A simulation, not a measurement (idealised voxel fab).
Title: Process Module voxel air gaps
We display cut, a cross-section 170 nm in width whose square cells are each 5 nm.
The cross-sections in this document take the form of a grid made of square cells. They are written out as bands, in order from top to bottom. Each band consists of one or more rows of cells. First you get the band's top height and its bottom height, in nm, and then the materials it's made of, left to right, with each width in nm. If you see a single material with "throughout", that one covers the band edge to edge. "blank" is empty space. All heights in this document are referenced to 0, defined as the level beneath which the wafer, as received, consists entirely of one material. The lowest band is not bounded below; it extends indefinitely downward and is written in the form "0..down". The width entry "30..40" should be interpreted row by row: the top row of cells in the band takes the first number, the bottom row takes the second number, and the change between adjacent rows is uniform throughout. "everything unchanged", as given for a step, is the statement that not any cell of the cross-section underwent a change during that step. What "Cavities, sealed" gives you is every empty space of 8 cells or more that is cut off from the top. Each appears as width x height at distance, with the distance taken from the left edge and width, height and distance all in nm. Heads up: the bit after the settings on a step's line is the simulator's remark on that step. For masked steps, "overlay nm" on the step line gives how far right of plan the mask actually lay; a minus sign means it lay to the left. The remainder of this document consists of a sequence of paired cross-sections. Each pair presents the cross-section prior to one process step together with the cross-section following it, the latter being rendered only as deep as the lowest band that underwent change. The intervening step, together with its settings, is stated beneath each pair. Because the pairs may originate from different runs of this module on the same starting wafer, a given pair is to be read as continuing from the preceding pair only where its entry headed "Status before step" so indicates.
## Status before step
- 65..55  blank=10 / Ru=45 / blank=5 / Ru=45 / blank=5 / Ru=45 / blank=15
- 55..20  SiO2=20 / TiN=5 / Cu=15 / TiN=5 / SiO2=25 / TiN=5 / Cu=15 / TiN=5 / SiO2=25 / TiN=5 / Cu=15 / TiN=5 / SiO2=25
- 20..15  SiO2=20 / TiN=25 / SiO2=25 / TiN=25 / SiO2=25 / TiN=25 / SiO2=25
- 15..10  SiN throughout
- 10..0  Ru throughout
- 0..down  Si throughout
- Cavities, sealed: none
## Resultant Cross-Section
- 65..55  blank=10 / Ru=45 / blank=5 / Ru=45 / blank=5 / Ru=45 / blank=15
- 55..20  blank=20 / TiN=5 / Cu=15 / TiN=5 / blank=25 / TiN=5 / Cu=15 / TiN=5 / blank=25 / TiN=5 / Cu=15 / TiN=5 / blank=25
- 20..15  blank=20 / TiN=25 / blank=25 / TiN=25 / blank=25 / TiN=25 / blank=25
- At heights below 15, the structure remains unaltered.
- Cavities, sealed: none
The step carried out between the cross-section before it and the cross-section after it, both shown above, is SELECTIVE_ETCH,etch materials SiO2,depth nm 50
Status before step: refer to the pair immediately above; the cross-section shown after its step is the state before this one.
## Resultant Cross-Section
- 70..65  blank=5 / SiN=155 / blank=10
- 65..55  blank=5 / SiN=5 / Ru=45 / SiN=5 / Ru=45 / SiN=5 / Ru=45 / SiN=5 / blank=10
- 55..50  blank=5 / SiN=15 / TiN=5 / Cu=15 / TiN=5 / SiN=25 / TiN=5 / Cu=15 / TiN=5 / SiN=25 / TiN=5 / Cu=15 / TiN=5 / SiN=15 / blank=10
- 50..20  blank=15 / SiN=5 / TiN=5 / Cu=15 / TiN=5 / SiN=5 / blank=15 / SiN=5 / TiN=5 / Cu=15 / TiN=5 / SiN=5 / blank=15 / SiN=5 / TiN=5 / Cu=15 / TiN=5 / SiN=5 / blank=20
- 20..15  SiN=20 / TiN=25 / SiN=25 / TiN=25 / SiN=25 / TiN=25 / SiN=25
- At heights below 15, the structure remains unaltered.
- Cavities, sealed: 15 x 30 at 50; 15 x 30 at 100
The step carried out between the cross-section before it and the cross-section after it, both shown above, is CONFORMAL_DEP,material SiN,thk nm 5
## Status before step
- 55..15  SiO2 throughout
- 15..10  SiN throughout
- 10..0  SiO2 throughout
- 0..down  Si throughout
- Cavities, sealed: none
## Resultant Cross-Section
- 75..55  blank=20 / resist=25 / blank=25 / resist=25 / blank=25 / resist=25 / blank=25
- At heights below 55, the structure remains unaltered.
- Cavities, sealed: none
The step carried out between the cross-section before it and the cross-section after it, both shown above, is PATTERN,tone cover,mask id LINES,material resist,width nm 25,pitch nm 50,thk nm 20,overlay nm 0
Status before step: refer to the pair immediately above; the cross-section shown after its step is the state before this one.
## Resultant Cross-Section
- 75..55  blank=20 / resist=25 / blank=25 / resist=25 / blank=25 / resist=25 / blank=25
- 55..15  blank=20 / SiO2=25 / blank=25 / SiO2=25 / blank=25 / SiO2=25 / blank=25
- At heights below 15, the structure remains unaltered.
- Cavities, sealed: none
The step carried out between the cross-section before it and the cross-section after it, both shown above, is DIRECTIONAL_ETCH,etch materials SiO2,depth nm 40
Status before step: refer to the pair immediately above; the cross-section shown after its step is the state before this one.
## Resultant Cross-Section
- 55..15  blank=20 / SiO2=25 / blank=25 / SiO2=25 / blank=25 / SiO2=25 / blank=25
- At heights below 15, the structure remains unaltered.
- Cavities, sealed: none
The step carried out between the cross-section before it and the cross-section after it, both shown above, is STRIP,etch materials resist
Status before step: refer to the pair immediately above; the cross-section shown after its step is the state before this one.
## Resultant Cross-Section
- 60..55  blank=15 / TiN=35 / blank=15 / TiN=35 / blank=15 / TiN=35 / blank=20
- 55..20  blank=15 / TiN=5 / SiO2=25 / TiN=5 / blank=15 / TiN=5 / SiO2=25 / TiN=5 / blank=15 / TiN=5 / SiO2=25 / TiN=5 / blank=20
- 20..15  TiN=20 / SiO2=25 / TiN=25 / SiO2=25 / TiN=25 / SiO2=25 / TiN=25
- At heights below 15, the structure remains unaltered.
- Cavities, sealed: none
The step carried out between the cross-section before it and the cross-section after it, both shown above, is CONFORMAL_DEP,material TiN,thk nm 5
Status before step: refer to the pair immediately above; the cross-section shown after its step is the state before this one.
## Resultant Cross-Section
- 65..60  Cu throughout
- 60..55  Cu=15 / TiN=35 / Cu=15 / TiN=35 / Cu=15 / TiN=35 / Cu=20
- 55..20  Cu=15 / TiN=5 / SiO2=25 / TiN=5 / Cu=15 / TiN=5 / SiO2=25 / TiN=5 / Cu=15 / TiN=5 / SiO2=25 / TiN=5 / Cu=20
- At heights below 20, the structure remains unaltered.
- Cavities, sealed: none
The step carried out between the cross-section before it and the cross-section after it, both shown above, is FILL_DEP,material Cu,thk nm 5
Status before step: refer to the pair immediately above; the cross-section shown after its step is the state before this one.
## Resultant Cross-Section
- 55..20  Cu=15 / TiN=5 / SiO2=25 / TiN=5 / Cu=15 / TiN=5 / SiO2=25 / TiN=5 / Cu=15 / TiN=5 / SiO2=25 / TiN=5 / Cu=20
- At heights below 20, the structure remains unaltered.
- Cavities, sealed: none
The step carried out between the cross-section before it and the cross-section after it, both shown above, is CMP,height nm 55
Status before step: refer to the pair immediately above; the cross-section shown after its step is the state before this one.
## Resultant Cross-Section
- 65..55  Ru=30 / blank=5 / Ru=45 / blank=5 / Ru=45 / blank=5 / Ru=35
- At heights below 55, the structure remains unaltered.
- Cavities, sealed: none
The step carried out between the cross-section before it and the cross-section after it, both shown above, is EPI,material Ru,thk nm 10
Status before step: refer to the pair immediately above; the cross-section shown after its step is the state before this one.
## Resultant Cross-Section
- 65..55  Ru=30 / blank=5 / Ru=45 / blank=5 / Ru=45 / blank=5 / Ru=35
- 55..20  Cu=15 / TiN=5 / blank=25 / TiN=5 / Cu=15 / TiN=5 / blank=25 / TiN=5 / Cu=15 / TiN=5 / blank=25 / TiN=5 / Cu=20
- 20..15  TiN=20 / blank=25 / TiN=25 / blank=25 / TiN=25 / blank=25 / TiN=25
- At heights below 15, the structure remains unaltered.
- Cavities, sealed: none
The step carried out between the cross-section before it and the cross-section after it, both shown above, is SELECTIVE_ETCH,etch materials SiO2,depth nm 50
Status before step: refer to the pair immediately above; the cross-section shown after its step is the state before this one.
## Resultant Cross-Section
- 70..65  SiN throughout
- 65..55  Ru=30 / SiN=5 / Ru=45 / SiN=5 / Ru=45 / SiN=5 / Ru=35
- 55..50  Cu=15 / TiN=5 / SiN=25 / TiN=5 / Cu=15 / TiN=5 / SiN=25 / TiN=5 / Cu=15 / TiN=5 / SiN=25 / TiN=5 / Cu=20
- 50..20  Cu=15 / TiN=5 / SiN=5 / blank=15 / SiN=5 / TiN=5 / Cu=15 / TiN=5 / SiN=5 / blank=15 / SiN=5 / TiN=5 / Cu=15 / TiN=5 / SiN=5 / blank=15 / SiN=5 / TiN=5 / Cu=20
- 20..15  TiN=20 / SiN=25 / TiN=25 / SiN=25 / TiN=25 / SiN=25 / TiN=25
- At heights below 15, the structure remains unaltered.
- Cavities, sealed: 15 x 30 at 25; 15 x 30 at 75; 15 x 30 at 125
The step carried out between the cross-section before it and the cross-section after it, both shown above, is CONFORMAL_DEP,material SiN,thk nm 5
